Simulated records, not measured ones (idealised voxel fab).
process module | voxel wiring stack
cross-section cut | 210 nm wide | cells 5 nm
A cross-section is a grid of square cells, given in bands from the top down. A band is one or more rows of cells.
Each band's line starts with the height of the band's top and of its bottom, in nm. Then come its materials from left to right, each with its width in nm. One material with "throughout" fills the band from edge to edge. "air" is empty space.
Height 0 is the level under which the wafer as received is all one material. The lowest band goes on downwards, as in "0 down".
A width such as "30 to 40" changes by the same amount from each row of cells to the next, from the band's top row to its bottom row.
"no change" after a step means that no cell of the cross-section changed.
closed voids: empty space of 8 cells or more with no open way to the top, each as width x height at its distance from the left edge, in nm
after a step's settings: what the simulator itself notes on the step
overlay nm, on a step with a mask: how far to the right of its planned place the mask lay; to the left if negative
plan
1 op RECEIVE | material Si
2 op CONFORMAL_DEP | material SiO2 | thk nm 10
3 op DIRECTIONAL_DEP | material TiN | thk nm 5
4 op DIRECTIONAL_DEP | material Ru | thk nm 25
5 op DIRECTIONAL_DEP | material aC | thk nm 10
6 op PATTERN | tone cover | mask id METAL_1 | material resist | width nm 25 | pitch nm 40 | thk nm 25 | overlay nm 0
7 op DIRECTIONAL_ETCH | etch materials aC | depth nm 10
8 op STRIP | etch materials resist
9 op DIRECTIONAL_ETCH | etch materials Ru | depth nm 25
10 op DIRECTIONAL_ETCH | etch materials TiN | depth nm 5
11 op STRIP | etch materials aC
12 op FILL_DEP | material SiO2 | thk nm 5
13 op CMP | height nm 40
14 op CONFORMAL_DEP | material SiCN | thk nm 5
15 op DIRECTIONAL_DEP | material SiO2 | thk nm 15
16 op MASKED_ETCH | tone open | mask id PLUG_1 | width nm 15 | pitch nm 40 | etch materials SiO2 | depth nm 15 | overlay nm 0
17 op MASKED_ETCH | tone open | mask id PLUG_1 | width nm 15 | pitch nm 40 | etch materials SiCN | depth nm 5 | overlay nm 0
18 op CONFORMAL_DEP | material TiN | thk nm 5
19 op FILL_DEP | material Ru | thk nm 10
20 op CMP | height nm 60
21 op CONFORMAL_DEP | material SiN | thk nm 5
22 op DIRECTIONAL_DEP | material lowk | thk nm 15
23 op DIRECTIONAL_DEP | material aC | thk nm 10
24 op PATTERN | tone open | mask id METAL_2 | material resist | width nm 25 | pitch nm 40 | thk nm 30 | overlay nm 0
25 op DIRECTIONAL_ETCH | etch materials aC | depth nm 10
26 op STRIP | etch materials resist
27 op DIRECTIONAL_ETCH | etch materials lowk | depth nm 15
28 op DIRECTIONAL_ETCH | etch materials SiN | depth nm 5
29 op STRIP | etch materials aC
30 op CONFORMAL_DEP | material TiN | thk nm 5
31 op FILL_DEP | material Cu | thk nm 5
32 op CMP | height nm 80
33 op CONFORMAL_DEP | material SiCN | thk nm 5
34 op DIRECTIONAL_DEP | material SiO2 | thk nm 30
35 op MASKED_ETCH | tone open | mask id METAL_3_HOLES | width nm 15 | pitch nm 80 | etch materials SiO2 | depth nm 30 | overlay nm 0
36 op DIRECTIONAL_DEP | material aC | thk nm 15
37 op PATTERN | tone open | mask id METAL_3 | material resist | width nm 25 | pitch nm 40 | thk nm 30 | overlay nm 0
38 op DIRECTIONAL_ETCH | etch materials aC | depth nm 15
39 op STRIP | etch materials resist
40 op DIRECTIONAL_ETCH | etch materials SiO2 | depth nm 20
41 op DIRECTIONAL_ETCH | etch materials SiCN | depth nm 5
42 op STRIP | etch materials aC
43 op CONFORMAL_DEP | material TiN | thk nm 5
44 op FILL_DEP | material Cu | thk nm 10
45 op CMP | height nm 115
46 op CONFORMAL_DEP | material SiN | thk nm 5
as received, after step 1
  0 down: Si throughout
  closed voids: none
first wafer at the end, as planned
  120 to 115: SiN throughout
  115 to 100: SiO2 30 | TiN 5 | Cu 15 | TiN 5 | SiO2 15 | TiN 5 | Cu 15 | TiN 5 | SiO2 15 | TiN 5 | Cu 15 | TiN 5 | SiO2 15 | TiN 5 | Cu 15 | TiN 5 | SiO2 35
  100 to 95: SiO2 30 | TiN 5 | Cu 5 | TiN 15 | SiO2 15 | TiN 25 | SiO2 15 | TiN 5 | Cu 5 | TiN 15 | SiO2 15 | TiN 25 | SiO2 35
  95 to 85: SiO2 30 | TiN 5 | Cu 5 | TiN 5 | SiO2 65 | TiN 5 | Cu 5 | TiN 5 | SiO2 85
  85 to 80: SiCN 30 | TiN 15 | SiCN 65 | TiN 15 | SiCN 85
  80 to 65: lowk 30 | TiN 5 | Cu 15 | TiN 5 | lowk 15 | TiN 5 | Cu 15 | TiN 5 | lowk 15 | TiN 5 | Cu 15 | TiN 5 | lowk 15 | TiN 5 | Cu 15 | TiN 5 | lowk 35
  65 to 60: SiN 30 | TiN 25 | SiN 15 | TiN 25 | SiN 15 | TiN 25 | SiN 15 | TiN 25 | SiN 35
  60 to 45: SiO2 30 | TiN 5 | Ru 5 | TiN 5 | SiO2 25 | TiN 5 | Ru 5 | TiN 5 | SiO2 25 | TiN 5 | Ru 5 | TiN 5 | SiO2 25 | TiN 5 | Ru 5 | TiN 5 | SiO2 45
  45 to 40: SiCN 30 | TiN 15 | SiCN 25 | TiN 15 | SiCN 25 | TiN 15 | SiCN 25 | TiN 15 | SiCN 45
  40 to 15: SiO2 30 | Ru 25 | SiO2 15 | Ru 25 | SiO2 15 | Ru 25 | SiO2 15 | Ru 25 | SiO2 35
  15 to 10: SiO2 30 | TiN 25 | SiO2 15 | TiN 25 | SiO2 15 | TiN 25 | SiO2 15 | TiN 25 | SiO2 35
  10 to 0: SiO2 throughout
  0 down: Si throughout
  closed voids: none
second wafer at the end: like start, like plan, one mistake
  120 to 115: SiN throughout
  115 to 100: SiO2 30 | TiN 5 | Cu 15 | TiN 5 | SiO2 15 | TiN 5 | Cu 15 | TiN 5 | SiO2 15 | TiN 5 | Cu 15 | TiN 5 | SiO2 15 | TiN 5 | Cu 15 | TiN 5 | SiO2 35
  100 to 95: SiO2 30 | TiN 5 | Cu 5 | TiN 15 | SiO2 15 | TiN 25 | SiO2 15 | TiN 5 | Cu 5 | TiN 15 | SiO2 15 | TiN 25 | SiO2 35
  95 to 85: SiO2 30 | TiN 5 | Cu 5 | TiN 5 | SiO2 65 | TiN 5 | Cu 5 | TiN 5 | SiO2 85
  85 to 80: SiCN 30 | TiN 15 | SiCN 65 | TiN 15 | SiCN 85
  80 to 65: lowk 30 | TiN 5 | Cu 15 | TiN 5 | lowk 15 | TiN 5 | Cu 15 | TiN 5 | lowk 15 | TiN 5 | Cu 15 | TiN 5 | lowk 15 | TiN 5 | Cu 15 | TiN 5 | lowk 35
  65 to 60: SiN 30 | TiN 25 | SiN 15 | TiN 25 | SiN 15 | TiN 25 | SiN 15 | TiN 25 | SiN 35
  60 to 50: Ru 25 | TiN 5 | SiO2 15 | TiN 5 | Ru 15 | TiN 5 | SiO2 15 | TiN 5 | Ru 15 | TiN 5 | SiO2 15 | TiN 5 | Ru 15 | TiN 5 | SiO2 15 | TiN 5 | Ru 40
  50 to 45: TiN 30 | SiO2 15 | TiN 25 | SiO2 15 | TiN 25 | SiO2 15 | TiN 25 | SiO2 15 | TiN 45
  45 to 40: SiCN throughout
  40 to 15: SiO2 30 | Ru 25 | SiO2 15 | Ru 25 | SiO2 15 | Ru 25 | SiO2 15 | Ru 25 | SiO2 35
  15 to 10: SiO2 30 | TiN 25 | SiO2 15 | TiN 25 | SiO2 15 | TiN 25 | SiO2 15 | TiN 25 | SiO2 35
  10 to 0: SiO2 throughout
  0 down: Si throughout
  closed voids: none
what went wrong: step 16 ran as: op MASKED_ETCH | tone cover | mask id PLUG_1 | width nm 15 | pitch nm 40 | etch materials SiO2 | depth nm 15 | overlay nm 0
at the end the second wafer has, in cells: 32 more of Ru | 12 more of SiCN | 54 fewer of SiO2 | 10 more of TiN
